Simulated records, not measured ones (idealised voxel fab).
The following process module bears the name voxel gate over fins.
In the cross-section labelled cut, the width is 205 nm and each square cell is 5 nm.
Each cross-section below is a grid of square cells, stated as bands in top-down order, with one or more rows of cells making up each band. For a band, the entry starts with two heights in nm, that of the top and then that of the bottom, and carries on with the band's materials in order from left to right, each alongside its width in nm; the word "everywhere" beside a single material means it fills the band edge to edge, and "air" means empty space. The level at which height equals 0 is the one under which the wafer, as it arrives, is entirely one material. No lower edge exists for the bottom band, which continues downward and is notated as in "0 and below". You'd read "30..40" like this: the band's top row of cells is as wide as the first number, its bottom row is as wide as the second, and going down, every row changes width by the same amount as the row before did. When a step is marked "no change", none of the cells in the cross-section changed during that step. You'll see "Non-vented voids" listing empty spaces that have no way open to the top, as long as they're 8 cells or more; the notation is width x height at distance, where the distance is from the left edge, and all of it is in nm. after a step's settings: what the simulator itself notes on the step. overlay nm: mask right of planned place by this much (step with mask). Neg. = left.

## Planned step list for the process
1) RECEIVE,material Si
2) CONFORMAL_DEP,material SiN,thk nm 5
3) DIRECTIONAL_DEP,material aC,thk nm 15
4) PATTERN,tone cover,mask id FINS,material resist,width nm 15,pitch nm 40,thk nm 30,overlay nm 0
5) DIRECTIONAL_ETCH,etch materials aC,depth nm 15
6) STRIP,etch materials resist
7) DIRECTIONAL_ETCH,etch materials SiN,depth nm 5
8) DIRECTIONAL_ETCH,etch materials Si,depth nm 30
9) STRIP,etch materials aC
10) FILL_DEP,material SiO2,thk nm 10
11) CMP,height nm 5
12) SELECTIVE_ETCH,etch materials SiO2,depth nm 20
13) STRIP,etch materials SiN
14) CONFORMAL_DEP,material HfO2,thk nm 5
15) CONFORMAL_DEP,material TiN,thk nm 5
16) CONFORMAL_DEP,material TiAl,thk nm 5
17) CONFORMAL_DEP,material TiN,thk nm 5
18) FILL_DEP,material W,thk nm 10
19) CMP,height nm 25
20) CONFORMAL_DEP,material SiCN,thk nm 5

## The cross-section here shows the wafer as received, i.e. in its state after step 1
> 0 and below  Si everywhere
> Non-vented voids: none

## Wafer cross-section at end of module: start and plan as shown above, one execution error
> 30 down to 25  SiCN everywhere
> 25 down to 20  W everywhere
> 20 down to 15  15 nm W | 175 nm TiAl | 15 nm W
> 15 down to 5  15 nm W | 5 nm TiAl | 165 nm TiN | 5 nm TiAl | 15 nm W
> 5 down to 0  20 nm TiAl | 10 nm TiN | 25 nm HfO2 | 15 nm TiN | 25 nm HfO2 | 15 nm TiN | 25 nm HfO2 | 15 nm TiN | 25 nm HfO2 | 10 nm TiN | 20 nm TiAl
> 0 down to -10  30 nm TiN | 5 nm HfO2 | 15 nm Si | 5 nm HfO2 | 15 nm TiN | 5 nm HfO2 | 15 nm Si | 5 nm HfO2 | 15 nm TiN | 5 nm HfO2 | 15 nm Si | 5 nm HfO2 | 15 nm TiN | 5 nm HfO2 | 15 nm Si | 5 nm HfO2 | 30 nm TiN
> -10 down to -15  35 nm HfO2 | 15 nm Si | 25 nm HfO2 | 15 nm Si | 25 nm HfO2 | 15 nm Si | 25 nm HfO2 | 15 nm Si | 35 nm HfO2
> -15 down to -30  35 nm SiO2 | 15 nm Si | 25 nm SiO2 | 15 nm Si | 25 nm SiO2 | 15 nm Si | 25 nm SiO2 | 15 nm Si | 35 nm SiO2
> -30 and below  Si everywhere
> Non-vented voids: none
What broke from the plan during processing? swap of plan steps 16 and 17 during execution
